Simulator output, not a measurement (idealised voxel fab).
This section sets out a process module, namely voxel lift off.
Cross-sectional view cut (width: 230 nm; square cell size: 5 nm).
We lay out every cross-section as a grid of square cells and spell it out in bands from the top down, where one band means one or more rows of cells.
A band entry consists of two parts. The first gives the height of the band's top and the height of its bottom, in nm. The rest lists the band's materials from left to right, each with its width in nm. A single material labelled with the word "all across" fills the band from edge to edge, and the word "air" marks empty space.
Height 0 is the level under which the wafer as received is all one material. The lowest band goes on downwards, as in "from 0 down".
Note: "30->40" means the width goes from the first number (top row of the band) to the second number (bottom row) in equal steps per row of cells.
Where the words "nothing altered" appear for a step, the cross-section shows no cell changed by that step; every cell remained as before.
Under "Completely sealed voids" you'll find the enclosed gaps, the ones with no way out to the top, that are 8 cells or bigger; each reads width x height at distance, with distance counted from the left edge, everything in nm.
after a step's settings: what the simulator itself notes on the step
overlay nm: where the mask lay relative to plan, measured to the right, on steps with a mask; negatives go left.

## Process steps (planned)
- 1: RECEIVE | material Si
- 2: CONFORMAL_DEP | material SiN | thk nm 15
- 3: PATTERN | tone open | mask id LINES | material resist | width nm 25 | pitch nm 55 | thk nm 15 | overlay nm 0
- 4: DIRECTIONAL_DEP | material Ru | thk nm 5
- 5: STRIP | etch materials resist
- 6: CONFORMAL_DEP | material SiO2 | thk nm 10

## Step 1 complete: cross-section of the wafer as received
> from 0 down  Si all across
> Completely sealed voids: none

## The first of the two wafers as seen in cross-section once the module was finished; processing followed the plan
> from 30 to 25  air 35 | SiO2 45 | air 10 | SiO2 45 | air 10 | SiO2 45 | air 40
> from 25 to 20  SiO2 all across
> from 20 to 15  SiO2 45 | Ru 25 | SiO2 30 | Ru 25 | SiO2 30 | Ru 25 | SiO2 50
> from 15 to 0  SiN all across
> from 0 down  Si all across
> Completely sealed voids: none

## End of module, second wafer, cross-section. Started like the first, planned like the first, run with one mistake
> from 45 to 40  air 35 | SiO2 45 | air 10 | SiO2 45 | air 10 | SiO2 45 | air 40
> from 40 to 35  SiO2 all across
> from 35 to 30  SiO2 45 | Ru 25 | SiO2 30 | Ru 25 | SiO2 30 | Ru 25 | SiO2 50
> from 30 to 0  SiN all across
> from 0 down  Si all across
> Completely sealed voids: none
Heads up, the wafer didn't run the way we planned it: heads up, step 2 of the plan got done twice
Looking at both finished wafers in cells, the second ends up ahead of or behind the first on some materials: 138 more of SiN
